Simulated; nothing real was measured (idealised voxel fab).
The process module presented herein is designated voxel transistor to metal.
Xsec cut, 200 nm wide, square cell size 5 nm.
Each cross-section below is a grid of square cells, stated as bands in top-down order, with one or more rows of cells making up each band.
In this notation a band is specified by the heights of its top and bottom, in that order and in nm, after which its materials appear from left to right, each paired with its width in nm. The word "edge to edge" attached to a single material means that material fills the band from edge to edge; the word "air" stands for empty space.
Beneath 0, the wafer as received is one material, and that level is where height counting begins. The lowest band goes on downward without a bottom; it is written like "0 -> down".
The notation "30->40" denotes a width that varies across the rows of cells in the band, beginning at the first number in the top row, finishing at the second number in the bottom row, and changing by an identical amount from each row to the next.
Reading "stayed the same" for a step: not a cell of the cross-section changed in it.
Each empty space that has no open way to the top and spans at least 8 cells appears under "Enclosed internal voids" as width x height at distance, the distance counted from the left edge, all in nm.
Step line, after settings: the simulator's comment on this step.
overlay nm: on a step with a mask, how far right of its planned place the mask lay; negative means left.
The process steps that were planned are listed below:
step 1: RECEIVE: material Si
step 2: CONFORMAL_DEP: material SiO2, thk nm 5
step 3: CONFORMAL_DEP: material SiN, thk nm 15
step 4: PATTERN: tone cover, mask id ACTIVE, material resist, width nm 100, thk nm 15, overlay nm 0
step 5: DIRECTIONAL_ETCH: etch materials SiN, depth nm 15
step 6: DIRECTIONAL_ETCH: etch materials SiO2, depth nm 5
step 7: DIRECTIONAL_ETCH: etch materials Si, depth nm 30
step 8: STRIP: etch materials resist
step 9: OXIDIZE: depth nm 5
step 10: FILL_DEP: material SiO2, thk nm 5
step 11: CMP: height nm 20
step 12: SELECTIVE_ETCH: etch materials SiO2, depth nm 15
step 13: STRIP: etch materials SiN
step 14: SELECTIVE_ETCH: etch materials SiO2, depth nm 5
step 15: OXIDIZE: depth nm 5
step 16: DIRECTIONAL_DEP: material polySi, thk nm 20
step 17: DIRECTIONAL_DEP: material SiCN, thk nm 15
step 18: PATTERN: tone cover, mask id GATE, material resist, width nm 20, thk nm 20, overlay nm 0
step 19: DIRECTIONAL_ETCH: etch materials SiCN, depth nm 25
step 20: DIRECTIONAL_ETCH: etch materials polySi, depth nm 30
step 21: STRIP: etch materials resist
step 22: CONFORMAL_DEP: material SiO2, thk nm 5
step 23: DIRECTIONAL_ETCH: etch materials SiO2, depth nm 5
step 24: CONFORMAL_DEP: material SiN, thk nm 5
step 25: DIRECTIONAL_ETCH: etch materials SiN, depth nm 5
step 26: DIRECTIONAL_ETCH: etch materials SiO2, depth nm 5
step 27: DIRECTIONAL_ETCH: etch materials Si, depth nm 10
step 28: EPI: material pSi, thk nm 15
step 29: FILL_DEP: material SiO2, thk nm 5
step 30: CMP: height nm 35
step 31: DIRECTIONAL_DEP: material SiO2, thk nm 10
step 32: DIRECTIONAL_DEP: material aC, thk nm 15
step 33: PATTERN: tone open, mask id CONTACT, material resist, width nm 30, pitch nm 60, thk nm 30, overlay nm 0
step 34: DIRECTIONAL_ETCH: etch materials aC, depth nm 15
step 35: STRIP: etch materials resist
step 36: DIRECTIONAL_ETCH: etch materials SiO2, depth nm 45
step 37: STRIP: etch materials aC
step 38: CONFORMAL_DEP: material TiN, thk nm 5
step 39: FILL_DEP: material Ru, thk nm 10
step 40: CMP: height nm 45
step 41: DIRECTIONAL_DEP: material TiN, thk nm 5
step 42: DIRECTIONAL_DEP: material W, thk nm 15
step 43: PATTERN: tone cover, mask id METAL_1, material resist, width nm 20, pitch nm 70, thk nm 15, overlay nm 0
step 44: DIRECTIONAL_ETCH: etch materials W, depth nm 15
step 45: DIRECTIONAL_ETCH: etch materials TiN, depth nm 5
step 46: STRIP: etch materials resist
step 47: FILL_DEP: material lowk, thk nm 5
step 48: CMP: height nm 65
step 49: CONFORMAL_DEP: material SiCN, thk nm 5
step 50: DIRECTIONAL_DEP: material lowk, thk nm 30
step 51: MASKED_ETCH: tone open, mask id METAL_2_HOLES, width nm 15, pitch nm 70, etch materials lowk, depth nm 30, overlay nm 0
step 52: MASKED_ETCH: tone open, mask id METAL_2, width nm 20, pitch nm 70, etch materials lowk, depth nm 20, overlay nm 0
step 53: MASKED_ETCH: tone open, mask id METAL_2, width nm 20, pitch nm 70, etch materials SiCN, depth nm 5, overlay nm 0
step 54: CONFORMAL_DEP: material TiN, thk nm 5
step 55: FILL_DEP: material Ru, thk nm 5
step 56: CMP: height nm 100
step 57: CONFORMAL_DEP: material SiN, thk nm 5
Received-state cross-section, reflecting completion of step 1:
0 -> down  Si edge to edge
Enclosed internal voids: none
The cross-section shown corresponds to the wafer at the conclusion of the module. The initial structure and the process plan are those presented above; however, one mistake occurred in executing the plan:
105 -> 100  SiN edge to edge
100 -> 85  55 of lowk  5 of TiN  10 of Ru  5 of TiN  50 of lowk  5 of TiN  10 of Ru  5 of TiN  55 of lowk
85 -> 80  55 of lowk  5 of TiN  5 of Ru  10 of TiN  50 of lowk  5 of TiN  5 of Ru  10 of TiN  55 of lowk
80 -> 70  55 of lowk  5 of TiN  5 of Ru  5 of TiN  55 of lowk  5 of TiN  5 of Ru  5 of TiN  60 of lowk
70 -> 65  55 of SiCN  15 of TiN  55 of SiCN  15 of TiN  60 of SiCN
65 -> 50  55 of lowk  20 of W  50 of lowk  20 of W  55 of lowk
50 -> 45  55 of lowk  20 of TiN  50 of lowk  20 of TiN  55 of lowk
45 -> 35  55 of SiO2  5 of TiN  20->15 of Ru  5->10 of TiN  30 of SiO2  5->10 of TiN  20->15 of Ru  5 of TiN  55 of SiO2
35 -> 20  55 of SiO2  5 of TiN  15 of Ru  5 of TiN  5 of SiN  5 of SiO2  20 of SiCN  5 of SiO2  5 of SiN  5 of TiN  15 of Ru  5 of TiN  55 of SiO2
20 -> 15  55 of SiO2  5 of TiN  15 of Ru  5 of TiN  5 of SiN  5 of SiO2  20 of polySi  5 of SiO2  5 of SiN  5 of TiN  15 of Ru  5 of TiN  55 of SiO2
15 -> 10  55 of SiO2  25 of TiN  5 of SiN  5 of SiO2  20 of polySi  5 of SiO2  5 of SiN  25 of TiN  55 of SiO2
10 -> 0  55 of SiO2  10 of TiN  15 of pSi  5 of SiN  5 of SiO2  20 of polySi  5 of SiO2  5 of SiN  15 of pSi  10 of TiN  55 of SiO2
0 -> -5  40 of SiO2  40 of pSi  40 of SiO2  20 of pSi  60 of SiO2
-5 -> -15  45 of SiO2  35 of pSi  40 of Si  15 of pSi  65 of SiO2
-15 -> -35  45 of SiO2  90 of Si  65 of SiO2
-35 -> down  Si edge to edge
Enclosed internal voids: none
It is concluded that the wafer was processed incorrectly with respect to the plan, in that step 4: run off-plan, actual operation and settings PATTERN: tone cover, mask id ACTIVE, material resist, width nm 100, thk nm 15, overlay nm -10
